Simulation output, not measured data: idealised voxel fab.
Title: Process Module voxel trench capacitor
FYI the section here is cut, 200 nm wide, cells are 5 nm squares.
Bands, listed from the top down, are how a cross-section gets written in this document; the cross-section itself is a grid of square cells, and a band is one or more rows of them. Band: top height; bottom height; in nm. Then, left to right: material with width in nm, for each material. "everywhere": a single material spanning edge to edge. "blank": empty space. The reference from which all heights are counted is 0, the level beneath which the as-received wafer is entirely one material; the lowest band, having no lower bound, proceeds downward and is written after the example "0 nm and below". Width "30->40": first value at the band's top row of cells, second value at its bottom row, equal change from row to row. Basically "no modifications" means that step didn't change any cell in the cross-section. "Unvented voids": sealed empty spaces, 8 cells or more, no open way to top, listed width x height at distance, with distance from the left edge and width, height and distance in nm. Read whatever lies past the settings on a step's line as the simulator's own remark about the step. The setting "overlay nm" may be written on the line of a step. When the step uses a mask, the value reports how far to the right of the planned place the mask lay, and a negative value reports that it lay to the left.

## So here's the lineup of process steps we planned
| 1 | op RECEIVE | material Si |
| 2 | op CONFORMAL_DEP | material SiN | thk nm 5 |
| 3 | op DIRECTIONAL_DEP | material aC | thk nm 15 |
| 4 | op PATTERN | tone open | mask id TRENCH | material resist | width nm 25 | pitch nm 40 | thk nm 35 | overlay nm 0 |
| 5 | op DIRECTIONAL_ETCH | etch materials aC | depth nm 15 |
| 6 | op STRIP | etch materials resist |
| 7 | op DIRECTIONAL_ETCH | etch materials SiN | depth nm 5 |
| 8 | op DIRECTIONAL_ETCH | etch materials Si | depth nm 35 |
| 9 | op STRIP | etch materials aC |
| 10 | op CONFORMAL_DEP | material Al2O3 | thk nm 5 |
| 11 | op FILL_DEP | material polySi | thk nm 5 |
| 12 | op CMP | height nm 5 |

## The following pertains to the first of two wafers, which was processed as planned

## Wafer at receipt (post step 1), cross-section
- 0 nm and below: Si everywhere
- Unvented voids: none

## Wafer after step 2 (cross-section)
- 5 nm to 0 nm: SiN everywhere
- Beneath the level 0, the cross-section is identical to its previous state.

## Wafer after step 3 (cross-section)
- 20 nm to 5 nm: aC everywhere
- Beneath the level 5, the cross-section is identical to its previous state.

## Wafer after step 4 (cross-section)
- 55 nm to 20 nm: 45 of resist / 25 of blank / 15 of resist / 25 of blank / 15 of resist / 25 of blank / 50 of resist
- Beneath the level 20, the cross-section is identical to its previous state.

## Wafer after step 5 (cross-section)
- 40 nm to 20 nm: 45 of resist / 25 of blank / 15 of resist / 25 of blank / 15 of resist / 25 of blank / 50 of resist
- 20 nm to 5 nm: 45 of aC / 25 of blank / 15 of aC / 25 of blank / 15 of aC / 25 of blank / 50 of aC
- Beneath the level 5, the cross-section is identical to its previous state.

## Wafer after step 6 (cross-section)
- 20 nm to 5 nm: 45 of aC / 25 of blank / 15 of aC / 25 of blank / 15 of aC / 25 of blank / 50 of aC
- Beneath the level 5, the cross-section is identical to its previous state.

## Wafer after step 7 (cross-section)
- 20 nm to 5 nm: 45 of aC / 25 of blank / 15 of aC / 25 of blank / 15 of aC / 25 of blank / 50 of aC
- 5 nm to 0 nm: 45 of SiN / 25 of blank / 15 of SiN / 25 of blank / 15 of SiN / 25 of blank / 50 of SiN
- Beneath the level 0, the cross-section is identical to its previous state.

## Wafer after step 8 (cross-section)
- 20 nm to 5 nm: 45 of aC / 25 of blank / 15 of aC / 25 of blank / 15 of aC / 25 of blank / 50 of aC
- 5 nm to 0 nm: 45 of SiN / 25 of blank / 15 of SiN / 25 of blank / 15 of SiN / 25 of blank / 50 of SiN
- 0 nm to -35 nm: 45 of Si / 25 of blank / 15 of Si / 25 of blank / 15 of Si / 25 of blank / 50 of Si
- Beneath the level -35, the cross-section is identical to its previous state.

## Wafer after step 9 (cross-section)
- 5 nm to 0 nm: 45 of SiN / 25 of blank / 15 of SiN / 25 of blank / 15 of SiN / 25 of blank / 50 of SiN
- Beneath the level 0, the cross-section is identical to its previous state.

## Wafer after step 10 (cross-section)
- 10 nm to 5 nm: 50 of Al2O3 / 15 of blank / 25 of Al2O3 / 15 of blank / 25 of Al2O3 / 15 of blank / 55 of Al2O3
- 5 nm to 0 nm: 45 of SiN / 5 of Al2O3 / 15 of blank / 5 of Al2O3 / 15 of SiN / 5 of Al2O3 / 15 of blank / 5 of Al2O3 / 15 of SiN / 5 of Al2O3 / 15 of blank / 5 of Al2O3 / 50 of SiN
- 0 nm to -30 nm: 45 of Si / 5 of Al2O3 / 15 of blank / 5 of Al2O3 / 15 of Si / 5 of Al2O3 / 15 of blank / 5 of Al2O3 / 15 of Si / 5 of Al2O3 / 15 of blank / 5 of Al2O3 / 50 of Si
- -30 nm to -35 nm: 45 of Si / 25 of Al2O3 / 15 of Si / 25 of Al2O3 / 15 of Si / 25 of Al2O3 / 50 of Si
- Beneath the level -35, the cross-section is identical to its previous state.

## Wafer after step 11 (cross-section)
- 15 nm to 10 nm: polySi everywhere
- 10 nm to 5 nm: 50 of Al2O3 / 15 of polySi / 25 of Al2O3 / 15 of polySi / 25 of Al2O3 / 15 of polySi / 55 of Al2O3
- 5 nm to 0 nm: 45 of SiN / 5 of Al2O3 / 15 of polySi / 5 of Al2O3 / 15 of SiN / 5 of Al2O3 / 15 of polySi / 5 of Al2O3 / 15 of SiN / 5 of Al2O3 / 15 of polySi / 5 of Al2O3 / 50 of SiN
- 0 nm to -30 nm: 45 of Si / 5 of Al2O3 / 15 of polySi / 5 of Al2O3 / 15 of Si / 5 of Al2O3 / 15 of polySi / 5 of Al2O3 / 15 of Si / 5 of Al2O3 / 15 of polySi / 5 of Al2O3 / 50 of Si
- Beneath the level -30, the cross-section is identical to its previous state.

## Wafer after step 12 (cross-section)
- 5 nm to 0 nm: 45 of SiN / 5 of Al2O3 / 15 of polySi / 5 of Al2O3 / 15 of SiN / 5 of Al2O3 / 15 of polySi / 5 of Al2O3 / 15 of SiN / 5 of Al2O3 / 15 of polySi / 5 of Al2O3 / 50 of SiN
- Beneath the level 0, the cross-section is identical to its previous state.

## Notes, second wafer: start = first wafer's, plan = first wafer's, execution had one mistake; history identical to first through step 1

## Second wafer: cross-section at the scheduled end of step 2
- 5 nm to 0 nm: polySi everywhere
- Beneath the level 0, the cross-section is identical to its previous state.

## Second wafer: cross-section at the scheduled end of step 3
- 20 nm to 5 nm: aC everywhere
- Beneath the level 5, the cross-section is identical to its previous state.

## Second wafer: cross-section at the scheduled end of step 4
- 55 nm to 20 nm: 45 of resist / 25 of blank / 15 of resist / 25 of blank / 15 of resist / 25 of blank / 50 of resist
- Beneath the level 20, the cross-section is identical to its previous state.

## Second wafer: cross-section at the scheduled end of step 5
- 40 nm to 20 nm: 45 of resist / 25 of blank / 15 of resist / 25 of blank / 15 of resist / 25 of blank / 50 of resist
- 20 nm to 5 nm: 45 of aC / 25 of blank / 15 of aC / 25 of blank / 15 of aC / 25 of blank / 50 of aC
- Beneath the level 5, the cross-section is identical to its previous state.

## Second wafer: cross-section at the scheduled end of step 6
- 20 nm to 5 nm: 45 of aC / 25 of blank / 15 of aC / 25 of blank / 15 of aC / 25 of blank / 50 of aC
- Beneath the level 5, the cross-section is identical to its previous state.

Second wafer: cross-section at the scheduled end of step 7: no modifications

## Second wafer: cross-section at the scheduled end of step 8
- 20 nm to 5 nm: 45 of aC / 25 of blank / 15 of aC / 25 of blank / 15 of aC / 25 of blank / 50 of aC
- 5 nm to 0 nm: 45 of polySi / 25 of blank / 15 of polySi / 25 of blank / 15 of polySi / 25 of blank / 50 of polySi
- 0 nm to -30 nm: 45 of Si / 25 of blank / 15 of Si / 25 of blank / 15 of Si / 25 of blank / 50 of Si
- Beneath the level -30, the cross-section is identical to its previous state.

## Second wafer: cross-section at the scheduled end of step 9
- 5 nm to 0 nm: 45 of polySi / 25 of blank / 15 of polySi / 25 of blank / 15 of polySi / 25 of blank / 50 of polySi
- Beneath the level 0, the cross-section is identical to its previous state.

## Second wafer: cross-section at the scheduled end of step 10
- 10 nm to 5 nm: 50 of Al2O3 / 15 of blank / 25 of Al2O3 / 15 of blank / 25 of Al2O3 / 15 of blank / 55 of Al2O3
- 5 nm to 0 nm: 45 of polySi / 5 of Al2O3 / 15 of blank / 5 of Al2O3 / 15 of polySi / 5 of Al2O3 / 15 of blank / 5 of Al2O3 / 15 of polySi / 5 of Al2O3 / 15 of blank / 5 of Al2O3 / 50 of polySi
- 0 nm to -25 nm: 45 of Si / 5 of Al2O3 / 15 of blank / 5 of Al2O3 / 15 of Si / 5 of Al2O3 / 15 of blank / 5 of Al2O3 / 15 of Si / 5 of Al2O3 / 15 of blank / 5 of Al2O3 / 50 of Si
- -25 nm to -30 nm: 45 of Si / 25 of Al2O3 / 15 of Si / 25 of Al2O3 / 15 of Si / 25 of Al2O3 / 50 of Si
- Beneath the level -30, the cross-section is identical to its previous state.

## Second wafer: cross-section at the scheduled end of step 11
- 15 nm to 10 nm: polySi everywhere
- 10 nm to 5 nm: 50 of Al2O3 / 15 of polySi / 25 of Al2O3 / 15 of polySi / 25 of Al2O3 / 15 of polySi / 55 of Al2O3
- 5 nm to 0 nm: 45 of polySi / 5 of Al2O3 / 15 of polySi / 5 of Al2O3 / 15 of polySi / 5 of Al2O3 / 15 of polySi / 5 of Al2O3 / 15 of polySi / 5 of Al2O3 / 15 of polySi / 5 of Al2O3 / 50 of polySi
- 0 nm to -25 nm: 45 of Si / 5 of Al2O3 / 15 of polySi / 5 of Al2O3 / 15 of Si / 5 of Al2O3 / 15 of polySi / 5 of Al2O3 / 15 of Si / 5 of Al2O3 / 15 of polySi / 5 of Al2O3 / 50 of Si
- Beneath the level -25, the cross-section is identical to its previous state.

## Second wafer: cross-section at the scheduled end of step 12
- 5 nm to 0 nm: 45 of polySi / 5 of Al2O3 / 15 of polySi / 5 of Al2O3 / 15 of polySi / 5 of Al2O3 / 15 of polySi / 5 of Al2O3 / 15 of polySi / 5 of Al2O3 / 15 of polySi / 5 of Al2O3 / 50 of polySi
- Beneath the level 0, the cross-section is identical to its previous state.
Error vs. plan: it should be noted that step 2 was executed with settings other than those planned, the operation and settings actually applied being op CONFORMAL_DEP | material polySi | thk nm 5
Final wafer comparison in cells, second versus first, more or fewer per material: 6 fewer of Al2O3, 15 more of Si, 25 fewer of SiN, 16 more of polySi
